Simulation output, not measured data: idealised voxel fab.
process module | voxel transistor to metal
cross-section cut | 170 nm wide | cells 5 nm
A cross-section is a grid of square cells, given in bands from the top down. A band is one or more rows of cells.
Each band's line starts with the height of the band's top and of its bottom, in nm. Then come its materials from left to right, each with its width in nm. One material with "throughout" fills the band from edge to edge. "air" is empty space.
Height 0 is the level under which the wafer as received is all one material. The lowest band goes on downwards, as in "0 down".
A width such as "30 to 40" changes by the same amount from each row of cells to the next, from the band's top row to its bottom row.
"no change" after a step means that no cell of the cross-section changed.
closed voids: empty space of 8 cells or more with no open way to the top, each as width x height at its distance from the left edge, in nm
after a step's settings: what the simulator itself notes on the step
overlay nm, on a step with a mask: how far to the right of its planned place the mask lay; to the left if negative
plan
1 op RECEIVE | material Si
2 op CONFORMAL_DEP | material SiO2 | thk nm 5
3 op CONFORMAL_DEP | material SiN | thk nm 15
4 op PATTERN | tone cover | mask id ACTIVE | material resist | width nm 85 | thk nm 20 | overlay nm 0
5 op DIRECTIONAL_ETCH | etch materials SiN | depth nm 15
6 op DIRECTIONAL_ETCH | etch materials SiO2 | depth nm 5
7 op DIRECTIONAL_ETCH | etch materials Si | depth nm 25
8 op STRIP | etch materials resist
9 op OXIDIZE | depth nm 5
10 op FILL_DEP | material SiO2 | thk nm 5
11 op CMP | height nm 20
12 op SELECTIVE_ETCH | etch materials SiO2 | depth nm 5
13 op STRIP | etch materials SiN
14 op SELECTIVE_ETCH | etch materials SiO2 | depth nm 5
15 op OXIDIZE | depth nm 5
16 op DIRECTIONAL_DEP | material polySi | thk nm 25
17 op DIRECTIONAL_DEP | material SiCN | thk nm 15
18 op PATTERN | tone cover | mask id GATE | material resist | width nm 15 | thk nm 20 | overlay nm 0
19 op DIRECTIONAL_ETCH | etch materials SiCN | depth nm 25
20 op DIRECTIONAL_ETCH | etch materials polySi | depth nm 35
21 op STRIP | etch materials resist
22 op CONFORMAL_DEP | material SiN | thk nm 10
23 op DIRECTIONAL_ETCH | etch materials SiN | depth nm 10
24 op DIRECTIONAL_ETCH | etch materials SiO2 | depth nm 5
25 op DIRECTIONAL_ETCH | etch materials Si | depth nm 15
26 op EPI | material nSi | thk nm 15
27 op FILL_DEP | material SiO2 | thk nm 5
28 op CMP | height nm 40
29 op DIRECTIONAL_DEP | material SiO2 | thk nm 15
30 op MASKED_ETCH | tone open | mask id CONTACT | width nm 15 | pitch nm 60 | etch materials SiO2 | depth nm 60 | overlay nm 0
31 op CONFORMAL_DEP | material TiN | thk nm 5
32 op FILL_DEP | material Ru | thk nm 5
33 op CMP | height nm 55
34 op DIRECTIONAL_DEP | material TiN | thk nm 5
35 op DIRECTIONAL_DEP | material Ru | thk nm 15
36 op MASKED_ETCH | tone cover | mask id METAL_1 | width nm 15 | pitch nm 60 | etch materials Ru | depth nm 15 | overlay nm 0
37 op MASKED_ETCH | tone cover | mask id METAL_1 | width nm 15 | pitch nm 60 | etch materials TiN | depth nm 5 | overlay nm 0
38 op FILL_DEP | material lowk | thk nm 10
39 op CMP | height nm 75
40 op CONFORMAL_DEP | material SiCN | thk nm 5
41 op DIRECTIONAL_DEP | material SiO2 | thk nm 25
42 op PATTERN | tone open | mask id METAL_2 | material resist | width nm 15 | pitch nm 60 | thk nm 15 | overlay nm 0
43 op DIRECTIONAL_ETCH | etch materials SiO2 | depth nm 15
44 op STRIP | etch materials resist
45 op DIRECTIONAL_DEP | material aC | thk nm 15
46 op PATTERN | tone open | mask id METAL_2_HOLES | material resist | width nm 15 | pitch nm 60 | thk nm 35 | overlay nm 0
47 op DIRECTIONAL_ETCH | etch materials aC | depth nm 15
48 op STRIP | etch materials resist
49 op DIRECTIONAL_ETCH | etch materials SiO2 | depth nm 10
50 op DIRECTIONAL_ETCH | etch materials SiCN | depth nm 5
51 op STRIP | etch materials aC
52 op CONFORMAL_DEP | material TiN | thk nm 5
53 op FILL_DEP | material Ru | thk nm 5
54 op CMP | height nm 105
55 op CONFORMAL_DEP | material SiCN | thk nm 5
first wafer, as planned
as received, after step 1
  0 down: Si throughout
  closed voids: none
after step 2
  5 to 0: SiO2 throughout
  below 0: unchanged
after step 3
  20 to 5: SiN throughout
  below 5: unchanged
after step 4
  40 to 20: air 40 | resist 85 | air 45
  below 20: unchanged
after step 5
  40 to 20: air 40 | resist 85 | air 45
  20 to 5: air 40 | SiN 85 | air 45
  below 5: unchanged
after step 6
  40 to 20: air 40 | resist 85 | air 45
  20 to 5: air 40 | SiN 85 | air 45
  5 to 0: air 40 | SiO2 85 | air 45
  below 0: unchanged
after step 7
  40 to 20: air 40 | resist 85 | air 45
  20 to 5: air 40 | SiN 85 | air 45
  5 to 0: air 40 | SiO2 85 | air 45
  0 to -25: air 40 | Si 85 | air 45
  below -25: unchanged
after step 8
  20 to 5: air 40 | SiN 85 | air 45
  below 5: unchanged
after step 9
  20 to 5: air 40 | SiN 85 | air 45
  5 to 0: air 40 | SiO2 85 | air 45
  0 to -25: air 40 | SiO2 5 | Si 75 | SiO2 5 | air 45
  -25 to -30: SiO2 45 | Si 75 | SiO2 50
  below -30: unchanged
after step 10
  25 to 20: SiO2 throughout
  20 to 5: SiO2 40 | SiN 85 | SiO2 45
  5 to 0: SiO2 throughout
  0 to -30: SiO2 45 | Si 75 | SiO2 50
  below -30: unchanged
after step 11
  20 to 5: SiO2 40 | SiN 85 | SiO2 45
  below 5: unchanged
after step 12
  20 to 15: air 40 | SiN 85 | air 45
  below 15: unchanged
after step 13
  15 to 5: SiO2 40 | air 85 | SiO2 45
  below 5: unchanged
after step 14
  10 to 0: SiO2 35 | air 95 | SiO2 40
  below 0: unchanged
after step 15
  10 to 0: SiO2 35 | air 95 | SiO2 40
  0 to -5: SiO2 throughout
  below -5: unchanged
after step 16
  35 to 25: polySi 35 | air 95 | polySi 40
  25 to 10: polySi throughout
  10 to 0: SiO2 35 | polySi 95 | SiO2 40
  below 0: unchanged
after step 17
  50 to 40: SiCN 35 | air 95 | SiCN 40
  40 to 35: SiCN throughout
  35 to 25: polySi 35 | SiCN 95 | polySi 40
  below 25: unchanged
after step 18
  70 to 50: air 75 | resist 15 | air 80
  50 to 40: SiCN 35 | air 40 | resist 15 | air 40 | SiCN 40
  below 40: unchanged
after step 19
  70 to 40: air 75 | resist 15 | air 80
  40 to 35: air 75 | SiCN 15 | air 80
  35 to 25: polySi 35 | air 40 | SiCN 15 | air 40 | polySi 40
  below 25: unchanged
after step 20
  70 to 40: air 75 | resist 15 | air 80
  40 to 25: air 75 | SiCN 15 | air 80
  25 to 10: air 75 | polySi 15 | air 80
  10 to 0: SiO2 35 | air 40 | polySi 15 | air 40 | SiO2 40
  below 0: unchanged
after step 21
  40 to 25: air 75 | SiCN 15 | air 80
  below 25: unchanged
after step 22
  50 to 40: air 65 | SiN 35 | air 70
  40 to 25: air 65 | SiN 10 | SiCN 15 | SiN 10 | air 70
  25 to 20: air 65 | SiN 10 | polySi 15 | SiN 10 | air 70
  20 to 10: SiN 45 | air 20 | SiN 10 | polySi 15 | SiN 10 | air 20 | SiN 50
  10 to 0: SiO2 35 | SiN 40 | polySi 15 | SiN 40 | SiO2 40
  below 0: unchanged
after step 23
  40 to 25: air 65 | SiN 10 | SiCN 15 | SiN 10 | air 70
  25 to 10: air 65 | SiN 10 | polySi 15 | SiN 10 | air 70
  10 to 0: SiO2 35 | SiN 10 | air 20 | SiN 10 | polySi 15 | SiN 10 | air 20 | SiN 10 | SiO2 40
  below 0: unchanged
after step 24
  40 to 25: air 65 | SiN 10 | SiCN 15 | SiN 10 | air 70
  25 to 10: air 65 | SiN 10 | polySi 15 | SiN 10 | air 70
  10 to 5: air 35 | SiN 10 | air 20 | SiN 10 | polySi 15 | SiN 10 | air 20 | SiN 10 | air 40
  5 to 0: SiO2 35 | SiN 10 | air 20 | SiN 10 | polySi 15 | SiN 10 | air 20 | SiN 10 | SiO2 40
  0 to -5: SiO2 45 | air 20 | SiO2 35 | air 20 | SiO2 50
  below -5: unchanged
after step 25
  40 to 25: air 65 | SiN 10 | SiCN 15 | SiN 10 | air 70
  25 to 10: air 65 | SiN 10 | polySi 15 | SiN 10 | air 70
  10 to 5: air 35 | SiN 10 | air 20 | SiN 10 | polySi 15 | SiN 10 | air 20 | SiN 10 | air 40
  5 to 0: SiO2 35 | SiN 10 | air 20 | SiN 10 | polySi 15 | SiN 10 | air 20 | SiN 10 | SiO2 40
  0 to -5: SiO2 45 | air 20 | SiO2 35 | air 20 | SiO2 50
  -5 to -20: SiO2 45 | air 20 | Si 35 | air 20 | SiO2 50
  below -20: unchanged
after step 26
  40 to 25: air 65 | SiN 10 | SiCN 15 | SiN 10 | air 70
  25 to 10: air 65 | SiN 10 | polySi 15 | SiN 10 | air 70
  10 to 5: air 35 | SiN 10 | air 5 | nSi 15 | SiN 10 | polySi 15 | SiN 10 | nSi 15 | air 5 | SiN 10 | air 40
  5 to 0: SiO2 35 | SiN 10 | air 5 | nSi 15 | SiN 10 | polySi 15 | SiN 10 | nSi 15 | air 5 | SiN 10 | SiO2 40
  0 to -5: SiO2 45 | air 5 | nSi 15 | SiO2 35 | nSi 15 | air 5 | SiO2 50
  -5 to -20: SiO2 45 | nSi 20 | Si 35 | nSi 20 | SiO2 50
  below -20: unchanged
after step 27
  45 to 40: SiO2 throughout
  40 to 25: SiO2 65 | SiN 10 | SiCN 15 | SiN 10 | SiO2 70
  25 to 10: SiO2 65 | SiN 10 | polySi 15 | SiN 10 | SiO2 70
  10 to 0: SiO2 35 | SiN 10 | SiO2 5 | nSi 15 | SiN 10 | polySi 15 | SiN 10 | nSi 15 | SiO2 5 | SiN 10 | SiO2 40
  0 to -5: SiO2 50 | nSi 15 | SiO2 35 | nSi 15 | SiO2 55
  below -5: unchanged
after step 28
  40 to 25: SiO2 65 | SiN 10 | SiCN 15 | SiN 10 | SiO2 70
  below 25: unchanged
after step 29
  55 to 40: SiO2 throughout
  below 40: unchanged
after step 30
  55 to 40: SiO2 45 | air 15 | SiO2 45 | air 15 | SiO2 50
  40 to 25: SiO2 45 | air 15 | SiO2 5 | SiN 10 | SiCN 15 | SiN 10 | SiO2 5 | air 15 | SiO2 50
  25 to 10: SiO2 45 | air 15 | SiO2 5 | SiN 10 | polySi 15 | SiN 10 | SiO2 5 | air 15 | SiO2 50
  10 to 0: SiO2 35 | SiN 10 | air 5 | nSi 15 | SiN 10 | polySi 15 | SiN 10 | nSi 15 | air 5 | SiN 10 | SiO2 40
  0 to -5: SiO2 45 | air 5 | nSi 15 | SiO2 35 | nSi 15 | air 5 | SiO2 50
  below -5: unchanged
after step 31
  60 to 55: TiN 50 | air 5 | TiN 55 | air 5 | TiN 55
  55 to 40: SiO2 45 | TiN 5 | air 5 | TiN 5 | SiO2 45 | TiN 5 | air 5 | TiN 5 | SiO2 50
  40 to 25: SiO2 45 | TiN 5 | air 5 | TiN 5 | SiO2 5 | SiN 10 | SiCN 15 | SiN 10 | SiO2 5 | TiN 5 | air 5 | TiN 5 | SiO2 50
  25 to 15: SiO2 45 | TiN 5 | air 5 | TiN 5 | SiO2 5 | SiN 10 | polySi 15 | SiN 10 | SiO2 5 | TiN 5 | air 5 | TiN 5 | SiO2 50
  15 to 10: SiO2 45 | TiN 15 | SiO2 5 | SiN 10 | polySi 15 | SiN 10 | SiO2 5 | TiN 15 | SiO2 50
  10 to 0: SiO2 35 | SiN 10 | TiN 5 | nSi 15 | SiN 10 | polySi 15 | SiN 10 | nSi 15 | TiN 5 | SiN 10 | SiO2 40
  0 to -5: SiO2 45 | TiN 5 | nSi 15 | SiO2 35 | nSi 15 | TiN 5 | SiO2 50
  below -5: unchanged
after step 32
  65 to 60: Ru throughout
  60 to 55: TiN 50 | Ru 5 | TiN 55 | Ru 5 | TiN 55
  55 to 40: SiO2 45 | TiN 5 | Ru 5 | TiN 5 | SiO2 45 | TiN 5 | Ru 5 | TiN 5 | SiO2 50
  40 to 25: SiO2 45 | TiN 5 | Ru 5 | TiN 5 | SiO2 5 | SiN 10 | SiCN 15 | SiN 10 | SiO2 5 | TiN 5 | Ru 5 | TiN 5 | SiO2 50
  25 to 15: SiO2 45 | TiN 5 | Ru 5 | TiN 5 | SiO2 5 | SiN 10 | polySi 15 | SiN 10 | SiO2 5 | TiN 5 | Ru 5 | TiN 5 | SiO2 50
  below 15: unchanged
after step 33
  55 to 40: SiO2 45 | TiN 5 | Ru 5 | TiN 5 | SiO2 45 | TiN 5 | Ru 5 | TiN 5 | SiO2 50
  below 40: unchanged
after step 34
  60 to 55: TiN throughout
  below 55: unchanged
after step 35
  75 to 60: Ru throughout
  below 60: unchanged
after step 36
  75 to 60: air 45 | Ru 15 | air 45 | Ru 15 | air 50
  below 60: unchanged
after step 37
  75 to 60: air 45 | Ru 15 | air 45 | Ru 15 | air 50
  60 to 55: air 45 | TiN 15 | air 45 | TiN 15 | air 50
  below 55: unchanged
after step 38
  85 to 75: lowk throughout
  75 to 60: lowk 45 | Ru 15 | lowk 45 | Ru 15 | lowk 50
  60 to 55: lowk 45 | TiN 15 | lowk 45 | TiN 15 | lowk 50
  below 55: unchanged
after step 39
  75 to 60: lowk 45 | Ru 15 | lowk 45 | Ru 15 | lowk 50
  below 60: unchanged
after step 40
  80 to 75: SiCN throughout
  below 75: unchanged
after step 41
  105 to 80: SiO2 throughout
  below 80: unchanged
after step 42
  120 to 105: resist 45 | air 15 | resist 45 | air 15 | resist 50
  below 105: unchanged
after step 43
  120 to 105: resist 45 | air 15 | resist 45 | air 15 | resist 50
  105 to 90: SiO2 45 | air 15 | SiO2 45 | air 15 | SiO2 50
  below 90: unchanged
after step 44
  105 to 90: SiO2 45 | air 15 | SiO2 45 | air 15 | SiO2 50
  below 90: unchanged
after step 45
  120 to 105: aC 45 | air 15 | aC 45 | air 15 | aC 50
  105 to 90: SiO2 45 | aC 15 | SiO2 45 | aC 15 | SiO2 50
  below 90: unchanged
after step 46
  155 to 120: resist 45 | air 15 | resist 45 | air 15 | resist 50
  below 120: unchanged
after step 47
  140 to 120: resist 45 | air 15 | resist 45 | air 15 | resist 50
  120 to 105: aC 45 | air 15 | aC 45 | air 15 | aC 50
  105 to 90: SiO2 45 | air 15 | SiO2 45 | air 15 | SiO2 50
  below 90: unchanged
after step 48
  120 to 105: aC 45 | air 15 | aC 45 | air 15 | aC 50
  below 105: unchanged
after step 49
  120 to 105: aC 45 | air 15 | aC 45 | air 15 | aC 50
  105 to 80: SiO2 45 | air 15 | SiO2 45 | air 15 | SiO2 50
  below 80: unchanged
after step 50
  120 to 105: aC 45 | air 15 | aC 45 | air 15 | aC 50
  105 to 80: SiO2 45 | air 15 | SiO2 45 | air 15 | SiO2 50
  80 to 75: SiCN 45 | air 15 | SiCN 45 | air 15 | SiCN 50
  below 75: unchanged
after step 51
  105 to 80: SiO2 45 | air 15 | SiO2 45 | air 15 | SiO2 50
  below 80: unchanged
after step 52
  110 to 105: TiN 50 | air 5 | TiN 55 | air 5 | TiN 55
  105 to 80: SiO2 45 | TiN 5 | air 5 | TiN 5 | SiO2 45 | TiN 5 | air 5 | TiN 5 | SiO2 50
  80 to 75: SiCN 45 | TiN 15 | SiCN 45 | TiN 15 | SiCN 50
  below 75: unchanged
after step 53
  115 to 110: Ru throughout
  110 to 105: TiN 50 | Ru 5 | TiN 55 | Ru 5 | TiN 55
  105 to 80: SiO2 45 | TiN 5 | Ru 5 | TiN 5 | SiO2 45 | TiN 5 | Ru 5 | TiN 5 | SiO2 50
  below 80: unchanged
after step 54
  105 to 80: SiO2 45 | TiN 5 | Ru 5 | TiN 5 | SiO2 45 | TiN 5 | Ru 5 | TiN 5 | SiO2 50
  below 80: unchanged
after step 55
  110 to 105: SiCN throughout
  below 105: unchanged
second wafer: like start, like plan, one mistake. Through step 28 it matches the first wafer
when step 29 should have ended
  40 to 25: SiO2 45 | air 15 | SiO2 5 | SiN 10 | SiCN 15 | SiN 10 | SiO2 5 | air 15 | SiO2 50
  25 to 10: SiO2 45 | air 15 | SiO2 5 | SiN 10 | polySi 15 | SiN 10 | SiO2 5 | air 15 | SiO2 50
  10 to 0: SiO2 35 | SiN 10 | air 5 | nSi 15 | SiN 10 | polySi 15 | SiN 10 | nSi 15 | air 5 | SiN 10 | SiO2 40
  0 to -5: SiO2 45 | air 5 | nSi 15 | SiO2 35 | nSi 15 | air 5 | SiO2 50
  below -5: unchanged
when step 30 should have ended
  55 to 40: SiO2 45 | air 15 | SiO2 45 | air 15 | SiO2 50
  40 to 25: SiO2 45 | air 15 | SiO2 5 | SiN 10 | SiCN 15 | SiN 10 | SiO2 5 | air 15 | SiO2 50
  25 to 10: SiO2 45 | air 5 | SiO2 15 | SiN 10 | polySi 15 | SiN 10 | SiO2 15 | air 5 | SiO2 50
  10 to 0: SiO2 35 | SiN 10 | SiO2 5 | nSi 15 | SiN 10 | polySi 15 | SiN 10 | nSi 15 | SiO2 5 | SiN 10 | SiO2 40
  0 to -5: SiO2 50 | nSi 15 | SiO2 35 | nSi 15 | SiO2 55
  below -5: unchanged
when step 31 should have ended
  60 to 55: TiN 50 | air 5 | TiN 55 | air 5 | TiN 55
  55 to 40: SiO2 45 | TiN 5 | air 5 | TiN 5 | SiO2 45 | TiN 5 | air 5 | TiN 5 | SiO2 50
  40 to 30: SiO2 45 | TiN 5 | air 5 | TiN 5 | SiO2 5 | SiN 10 | SiCN 15 | SiN 10 | SiO2 5 | TiN 5 | air 5 | TiN 5 | SiO2 50
  30 to 25: SiO2 45 | TiN 15 | SiO2 5 | SiN 10 | SiCN 15 | SiN 10 | SiO2 5 | TiN 15 | SiO2 50
  25 to 10: SiO2 45 | TiN 5 | SiO2 15 | SiN 10 | polySi 15 | SiN 10 | SiO2 15 | TiN 5 | SiO2 50
  below 10: unchanged
when step 32 should have ended
  65 to 60: Ru throughout
  60 to 55: TiN 50 | Ru 5 | TiN 55 | Ru 5 | TiN 55
  55 to 40: SiO2 45 | TiN 5 | Ru 5 | TiN 5 | SiO2 45 | TiN 5 | Ru 5 | TiN 5 | SiO2 50
  40 to 30: SiO2 45 | TiN 5 | Ru 5 | TiN 5 | SiO2 5 | SiN 10 | SiCN 15 | SiN 10 | SiO2 5 | TiN 5 | Ru 5 | TiN 5 | SiO2 50
  below 30: unchanged
when step 33 should have ended
  55 to 40: SiO2 45 | TiN 5 | Ru 5 | TiN 5 | SiO2 45 | TiN 5 | Ru 5 | TiN 5 | SiO2 50
  below 40: unchanged
when step 34 should have ended
  60 to 55: TiN throughout
  below 55: unchanged
when step 35 should have ended
  75 to 60: Ru throughout
  below 60: unchanged
when step 36 should have ended
  75 to 60: air 45 | Ru 15 | air 45 | Ru 15 | air 50
  below 60: unchanged
when step 37 should have ended
  75 to 60: air 45 | Ru 15 | air 45 | Ru 15 | air 50
  60 to 55: air 45 | TiN 15 | air 45 | TiN 15 | air 50
  below 55: unchanged
when step 38 should have ended
  85 to 75: lowk throughout
  75 to 60: lowk 45 | Ru 15 | lowk 45 | Ru 15 | lowk 50
  60 to 55: lowk 45 | TiN 15 | lowk 45 | TiN 15 | lowk 50
  below 55: unchanged
when step 39 should have ended
  75 to 60: lowk 45 | Ru 15 | lowk 45 | Ru 15 | lowk 50
  below 60: unchanged
when step 40 should have ended
  80 to 75: SiCN throughout
  below 75: unchanged
when step 41 should have ended
  105 to 80: SiO2 throughout
  below 80: unchanged
when step 42 should have ended
  120 to 105: resist 45 | air 15 | resist 45 | air 15 | resist 50
  below 105: unchanged
when step 43 should have ended
  120 to 105: resist 45 | air 15 | resist 45 | air 15 | resist 50
  105 to 90: SiO2 45 | air 15 | SiO2 45 | air 15 | SiO2 50
  below 90: unchanged
when step 44 should have ended
  105 to 90: SiO2 45 | air 15 | SiO2 45 | air 15 | SiO2 50
  below 90: unchanged
when step 45 should have ended
  120 to 105: aC 45 | air 15 | aC 45 | air 15 | aC 50
  105 to 90: SiO2 45 | aC 15 | SiO2 45 | aC 15 | SiO2 50
  below 90: unchanged
when step 46 should have ended
  155 to 120: resist 45 | air 15 | resist 45 | air 15 | resist 50
  below 120: unchanged
when step 47 should have ended
  140 to 120: resist 45 | air 15 | resist 45 | air 15 | resist 50
  120 to 105: aC 45 | air 15 | aC 45 | air 15 | aC 50
  105 to 90: SiO2 45 | air 15 | SiO2 45 | air 15 | SiO2 50
  below 90: unchanged
when step 48 should have ended
  120 to 105: aC 45 | air 15 | aC 45 | air 15 | aC 50
  below 105: unchanged
when step 49 should have ended
  120 to 105: aC 45 | air 15 | aC 45 | air 15 | aC 50
  105 to 80: SiO2 45 | air 15 | SiO2 45 | air 15 | SiO2 50
  below 80: unchanged
when step 50 should have ended
  120 to 105: aC 45 | air 15 | aC 45 | air 15 | aC 50
  105 to 80: SiO2 45 | air 15 | SiO2 45 | air 15 | SiO2 50
  80 to 75: SiCN 45 | air 15 | SiCN 45 | air 15 | SiCN 50
  below 75: unchanged
when step 51 should have ended
  105 to 80: SiO2 45 | air 15 | SiO2 45 | air 15 | SiO2 50
  below 80: unchanged
when step 52 should have ended
  110 to 105: TiN 50 | air 5 | TiN 55 | air 5 | TiN 55
  105 to 80: SiO2 45 | TiN 5 | air 5 | TiN 5 | SiO2 45 | TiN 5 | air 5 | TiN 5 | SiO2 50
  80 to 75: SiCN 45 | TiN 15 | SiCN 45 | TiN 15 | SiCN 50
  below 75: unchanged
when step 53 should have ended
  115 to 110: Ru throughout
  110 to 105: TiN 50 | Ru 5 | TiN 55 | Ru 5 | TiN 55
  105 to 80: SiO2 45 | TiN 5 | Ru 5 | TiN 5 | SiO2 45 | TiN 5 | Ru 5 | TiN 5 | SiO2 50
  below 80: unchanged
when step 54 should have ended
  105 to 80: SiO2 45 | TiN 5 | Ru 5 | TiN 5 | SiO2 45 | TiN 5 | Ru 5 | TiN 5 | SiO2 50
  below 80: unchanged
when step 55 should have ended
  110 to 105: SiCN throughout
  below 105: unchanged
what went wrong: steps 29 and 30 were swapped
at the end the second wafer has, in cells: 6 fewer of Ru | 18 more of SiO2 | 12 fewer of TiN
